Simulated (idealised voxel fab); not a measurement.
Process module, titled voxel tone inversion
Displayed cross-section: cut, width of 220 nm, square cells sized 5 nm.
A cross-section in this document is a grid of square cells, and it is written down as bands, the top band listed before the ones below it; a band is made up of one or more rows of cells. Band: top and bottom heights (nm) first, top before bottom; then materials from left to right, widths in nm. "everywhere" marks a sole material filling the band edge to edge. "empty" denotes empty space. All heights in this document are referenced to 0, defined as the level beneath which the wafer, as received, consists entirely of one material. The lowest band is not bounded below; it extends indefinitely downward and is written in the form "0..down". Note: "30 to 40" means the width goes from the first number (top row of the band) to the second number (bottom row) in equal steps per row of cells. "no change occurred" after a step means that no cell of the cross-section changed. Look at "Enclosed cavities" for the closed voids: empty spaces with no open path to the top, sized 8 cells or up. Each is width x height at distance, distance from the left edge, all nm. The remark found on a step's line after its settings is issued by the simulator itself and pertains to that step. The optional step-line setting "overlay nm" applies to steps with a mask and quantifies how far to the right of its planned location the mask lay, a negative value indicating leftward placement.
Planned step list for the process:
1) RECEIVE | material Si
2) CONFORMAL_DEP | material SiN | thk nm 5
3) DIRECTIONAL_DEP | material aC | thk nm 20
4) PATTERN | tone cover | mask id POSTS | material resist | width nm 20 | pitch nm 40 | thk nm 30 | overlay nm 0
5) DIRECTIONAL_ETCH | etch materials aC | depth nm 20
6) STRIP | etch materials resist
7) FILL_DEP | material lowk | thk nm 5
8) CMP | height nm 25
9) STRIP | etch materials aC
10) CONFORMAL_DEP | material TiN | thk nm 5
11) FILL_DEP | material Cu | thk nm 10
12) CMP | height nm 25
13) CONFORMAL_DEP | material SiCN | thk nm 5
As-received wafer cross-section (after step 1):
	0..down | Si everywhere
	Enclosed cavities: none
First of two wafers, end-of-module section, run followed plan:
	30..25 | SiCN everywhere
	25..10 | lowk: 80, TiN: 5, Cu: 10, TiN: 5, lowk: 20, TiN: 5, Cu: 10, TiN: 5, lowk: 80
	10..5 | lowk: 80, TiN: 20, lowk: 20, TiN: 20, lowk: 80
	5..0 | SiN everywhere
	0..down | Si everywhere
	Enclosed cavities: none
Same start, same plan as the first wafer - but one mistake in the run. Cross-section of the second of the two at the end of the module:
	30..25 | SiCN everywhere
	25..10 | Cu: 75, TiN: 5, lowk: 20, TiN: 5, Cu: 10, TiN: 5, lowk: 20, TiN: 5, Cu: 75
	10..5 | TiN: 80, lowk: 20, TiN: 20, lowk: 20, TiN: 80
	5..0 | SiN everywhere
	0..down | Si everywhere
	Enclosed cavities: none
The mistake made against the process plan was this: step 4 deviated from plan and actually ran as PATTERN | tone open | mask id POSTS | material resist | width nm 20 | pitch nm 40 | thk nm 30 | overlay nm 0
Heads up, by the end the second wafer has more or fewer cells of some materials compared to the first: Cu +84 | TiN +28 | lowk -112
